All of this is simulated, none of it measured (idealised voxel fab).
process module | voxel fin reveal
cross-section cut | 205 nm wide | cells 5 nm
A cross-section is a grid of square cells, given in bands from the top down. A band is one or more rows of cells.
Each band's line starts with the height of the band's top and of its bottom, in nm. Then come its materials from left to right, each with its width in nm. One material with "throughout" fills the band from edge to edge. "air" is empty space.
Height 0 is the level under which the wafer as received is all one material. The lowest band goes on downwards, as in "0 down".
A width such as "30 to 40" changes by the same amount from each row of cells to the next, from the band's top row to its bottom row.
"no change" after a step means that no cell of the cross-section changed.
closed voids: empty space of 8 cells or more with no open way to the top, each as width x height at its distance from the left edge, in nm
after a step's settings: what the simulator itself notes on the step
overlay nm, on a step with a mask: how far to the right of its planned place the mask lay; to the left if negative
plan
1 op RECEIVE | material Si
2 op CONFORMAL_DEP | material SiN | thk nm 5
3 op DIRECTIONAL_DEP | material aC | thk nm 15
4 op PATTERN | tone cover | mask id FINS | material resist | width nm 15 | pitch nm 40 | thk nm 30 | overlay nm 0
5 op DIRECTIONAL_ETCH | etch materials aC | depth nm 15
6 op STRIP | etch materials resist
7 op DIRECTIONAL_ETCH | etch materials SiN | depth nm 5
8 op DIRECTIONAL_ETCH | etch materials Si | depth nm 40
9 op STRIP | etch materials aC
10 op OXIDIZE | depth nm 5
11 op FILL_DEP | material SiO2 | thk nm 15
12 op CMP | height nm 5
13 op SELECTIVE_ETCH | etch materials SiO2 | depth nm 30
14 op STRIP | etch materials SiN
15 op CONFORMAL_DEP | material HfO2 | thk nm 5
first wafer, as planned
as received, after step 1
  0 down: Si throughout
  closed voids: none
after step 2
  5 to 0: SiN throughout
  below 0: unchanged
after step 3
  20 to 5: aC throughout
  below 5: unchanged
after step 4
  50 to 20: air 55 | resist 15 | air 25 | resist 15 | air 25 | resist 15 | air 55
  below 20: unchanged
after step 5
  35 to 20: air 55 | resist 15 | air 25 | resist 15 | air 25 | resist 15 | air 55
  20 to 5: air 55 | aC 15 | air 25 | aC 15 | air 25 | aC 15 | air 55
  below 5: unchanged
after step 6
  20 to 5: air 55 | aC 15 | air 25 | aC 15 | air 25 | aC 15 | air 55
  below 5: unchanged
after step 7
  20 to 5: air 55 | aC 15 | air 25 | aC 15 | air 25 | aC 15 | air 55
  5 to 0: air 55 | SiN 15 | air 25 | SiN 15 | air 25 | SiN 15 | air 55
  below 0: unchanged
after step 8
  20 to 5: air 55 | aC 15 | air 25 | aC 15 | air 25 | aC 15 | air 55
  5 to 0: air 55 | SiN 15 | air 25 | SiN 15 | air 25 | SiN 15 | air 55
  0 to -40: air 55 | Si 15 | air 25 | Si 15 | air 25 | Si 15 | air 55
  below -40: unchanged
after step 9
  5 to 0: air 55 | SiN 15 | air 25 | SiN 15 | air 25 | SiN 15 | air 55
  below 0: unchanged
after step 10
  5 to 0: air 55 | SiN 15 | air 25 | SiN 15 | air 25 | SiN 15 | air 55
  0 to -40: air 55 | SiO2 5 | Si 5 | SiO2 5 | air 25 | SiO2 5 | Si 5 | SiO2 5 | air 25 | SiO2 5 | Si 5 | SiO2 5 | air 55
  -40 to -45: SiO2 60 | Si 5 | SiO2 35 | Si 5 | SiO2 35 | Si 5 | SiO2 60
  below -45: unchanged
after step 11
  20 to 5: SiO2 throughout
  5 to 0: SiO2 55 | SiN 15 | SiO2 25 | SiN 15 | SiO2 25 | SiN 15 | SiO2 55
  0 to -45: SiO2 60 | Si 5 | SiO2 35 | Si 5 | SiO2 35 | Si 5 | SiO2 60
  below -45: unchanged
after step 12
  5 to 0: SiO2 55 | SiN 15 | SiO2 25 | SiN 15 | SiO2 25 | SiN 15 | SiO2 55
  below 0: unchanged
after step 13
  5 to 0: air 55 | SiN 15 | air 25 | SiN 15 | air 25 | SiN 15 | air 55
  0 to -25: air 60 | Si 5 | air 35 | Si 5 | air 35 | Si 5 | air 60
  below -25: unchanged
after step 14
  0 to -25: air 60 | Si 5 | air 35 | Si 5 | air 35 | Si 5 | air 60
  below -25: unchanged
after step 15
  5 to 0: air 55 | HfO2 15 | air 25 | HfO2 15 | air 25 | HfO2 15 | air 55
  0 to -20: air 55 | HfO2 5 | Si 5 | HfO2 5 | air 25 | HfO2 5 | Si 5 | HfO2 5 | air 25 | HfO2 5 | Si 5 | HfO2 5 | air 55
  -20 to -25: HfO2 60 | Si 5 | HfO2 35 | Si 5 | HfO2 35 | Si 5 | HfO2 60
  below -25: unchanged
second wafer: like start, like plan, one mistake. Through step 14 it matches the first wafer
when step 15 should have ended
  15 to 0: air 45 | HfO2 35 | air 5 | HfO2 35 | air 5 | HfO2 35 | air 45
  0 to -10: air 45 | HfO2 15 | Si 5 | HfO2 15 | air 5 | HfO2 15 | Si 5 | HfO2 15 | air 5 | HfO2 15 | Si 5 | HfO2 15 | air 45
  -10 to -25: HfO2 60 | Si 5 | HfO2 35 | Si 5 | HfO2 35 | Si 5 | HfO2 60
  below -25: unchanged
what went wrong: step 15 ran as: op CONFORMAL_DEP | material HfO2 | thk nm 15
at the end the second wafer has, in cells: 142 more of HfO2
